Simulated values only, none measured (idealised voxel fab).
process module | voxel gate over fins
cross-section cut | 255 nm wide | cells 5 nm
A cross-section is a grid of square cells, given in bands from the top down. A band is one or more rows of cells.
Each band's line starts with the height of the band's top and of its bottom, in nm. Then come its materials from left to right, each with its width in nm. One material with "throughout" fills the band from edge to edge. "air" is empty space.
Height 0 is the level under which the wafer as received is all one material. The lowest band goes on downwards, as in "0 down".
A width such as "30 to 40" changes by the same amount from each row of cells to the next, from the band's top row to its bottom row.
"no change" after a step means that no cell of the cross-section changed.
closed voids: empty space of 8 cells or more with no open way to the top, each as width x height at its distance from the left edge, in nm
after a step's settings: what the simulator itself notes on the step
overlay nm, on a step with a mask: how far to the right of its planned place the mask lay; to the left if negative
plan
1 op RECEIVE | material Si
2 op CONFORMAL_DEP | material SiN | thk nm 5
3 op MASKED_ETCH | tone cover | mask id FINS | width nm 15 | pitch nm 55 | etch materials SiN | depth nm 5 | overlay nm 0
4 op MASKED_ETCH | tone cover | mask id FINS | width nm 15 | pitch nm 55 | etch materials Si | depth nm 40 | overlay nm 0
5 op FILL_DEP | material SiO2 | thk nm 5
6 op CMP | height nm 5
7 op PATTERN | tone open | mask id RAIL | material resist | width nm 15 | thk nm 20 | overlay nm 0
8 op DIRECTIONAL_ETCH | etch materials SiO2 | depth nm 40
9 op STRIP | etch materials resist
10 op CONFORMAL_DEP | material TiN | thk nm 5
11 op FILL_DEP | material Ru | thk nm 5
12 op CMP | height nm 5
13 op SELECTIVE_ETCH | etch materials W Ru TiN | depth nm 25
14 op FILL_DEP | material SiO2 | thk nm 5
15 op CMP | height nm 5
16 op SELECTIVE_ETCH | etch materials SiO2 | depth nm 15
17 op STRIP | etch materials SiN
18 op CONFORMAL_DEP | material HfO2 | thk nm 5
19 op CONFORMAL_DEP | material TiN | thk nm 5
20 op CONFORMAL_DEP | material TiAl | thk nm 5
21 op CONFORMAL_DEP | material TiN | thk nm 5
22 op FILL_DEP | material W | thk nm 15
23 op CMP | height nm 30
24 op CONFORMAL_DEP | material SiN | thk nm 10
as received, after step 1
  0 down: Si throughout
  closed voids: none
first wafer at the end, as planned
  40 to 30: SiN throughout
  30 to 20: W throughout
  20 to 15: W 15 | TiN 220 | W 20
  15 to 10: W 15 | TiN 5 | TiAl 45 | TiN 10 | TiAl 45 | TiN 10 | TiAl 45 | TiN 10 | TiAl 45 | TiN 5 | W 20
  10 to 5: TiN 20 | TiAl 5 | TiN 35 | TiAl 5 | TiN 10 | TiAl 5 | TiN 35 | TiAl 5 | TiN 10 | TiAl 5 | TiN 35 | TiAl 5 | TiN 10 | TiAl 5 | TiN 35 | TiAl 5 | TiN 25
  5 to 0: TiAl 25 | TiN 5 | HfO2 25 | TiN 5 | TiAl 20 | TiN 5 | HfO2 25 | TiN 5 | TiAl 20 | TiN 5 | HfO2 25 | TiN 5 | TiAl 20 | TiN 5 | HfO2 25 | TiN 5 | TiAl 30
  0 to -5: TiN 30 | HfO2 5 | Si 15 | HfO2 5 | TiN 30 | HfO2 5 | Si 15 | HfO2 5 | TiN 30 | HfO2 5 | Si 15 | HfO2 5 | TiN 30 | HfO2 5 | Si 15 | HfO2 5 | TiN 35
  -5 to -10: HfO2 35 | Si 15 | HfO2 40 | Si 15 | HfO2 40 | Si 15 | HfO2 40 | Si 15 | HfO2 40
  -10 to -20: SiO2 35 | Si 15 | SiO2 40 | Si 15 | SiO2 40 | Si 15 | SiO2 40 | Si 15 | SiO2 40
  -20 to -30: SiO2 35 | Si 15 | SiO2 10 | TiN 5 | Ru 5 | TiN 5 | SiO2 15 | Si 15 | SiO2 40 | Si 15 | SiO2 40 | Si 15 | SiO2 40
  -30 to -35: SiO2 35 | Si 15 | SiO2 10 | TiN 15 | SiO2 15 | Si 15 | SiO2 40 | Si 15 | SiO2 40 | Si 15 | SiO2 40
  -35 to -40: SiO2 35 | Si 15 | SiO2 40 | Si 15 | SiO2 40 | Si 15 | SiO2 40 | Si 15 | SiO2 40
  -40 down: Si throughout
  closed voids: none
second wafer at the end: like start, like plan, one mistake
  40 to 30: SiN throughout
  30 to 20: W throughout
  20 to 15: W 15 | TiN 220 | W 20
  15 to 10: W 15 | TiN 5 | TiAl 45 | TiN 10 | TiAl 45 | TiN 10 | TiAl 45 | TiN 10 | TiAl 45 | TiN 5 | W 20
  10 to 5: TiN 20 | TiAl 5 | TiN 35 | TiAl 5 | TiN 10 | TiAl 5 | TiN 35 | TiAl 5 | TiN 10 | TiAl 5 | TiN 35 | TiAl 5 | TiN 10 | TiAl 5 | TiN 35 | TiAl 5 | TiN 25
  5 to 0: TiAl 25 | TiN 5 | HfO2 25 | TiN 5 | TiAl 20 | TiN 5 | HfO2 25 | TiN 5 | TiAl 20 | TiN 5 | HfO2 25 | TiN 5 | TiAl 20 | TiN 5 | HfO2 25 | TiN 5 | TiAl 30
  0 to -5: TiN 30 | HfO2 5 | Si 15 | HfO2 5 | TiN 30 | HfO2 5 | Si 15 | HfO2 5 | TiN 30 | HfO2 5 | Si 15 | HfO2 5 | TiN 30 | HfO2 5 | Si 15 | HfO2 5 | TiN 35
  -5 to -10: HfO2 35 | Si 15 | HfO2 40 | Si 15 | HfO2 40 | Si 15 | HfO2 40 | Si 15 | HfO2 40
  -10 to -20: SiO2 35 | Si 15 | SiO2 40 | Si 15 | SiO2 40 | Si 15 | SiO2 40 | Si 15 | SiO2 40
  -20 to -30: SiO2 35 | Si 15 | TiN 5 | Ru 5 | TiN 5 | SiO2 25 | Si 15 | SiO2 40 | Si 15 | SiO2 40 | Si 15 | SiO2 40
  -30 to -35: SiO2 35 | Si 15 | TiN 15 | SiO2 25 | Si 15 | SiO2 40 | Si 15 | SiO2 40 | Si 15 | SiO2 40
  -35 to -40: SiO2 35 | Si 15 | SiO2 40 | Si 15 | SiO2 40 | Si 15 | SiO2 40 | Si 15 | SiO2 40
  -40 down: Si throughout
  closed voids: none
what went wrong: step 7 ran as: op PATTERN | tone open | mask id RAIL | material resist | width nm 15 | thk nm 20 | overlay nm -10
at the end the second wafer has, in cells: as many of each material as the first, in other places
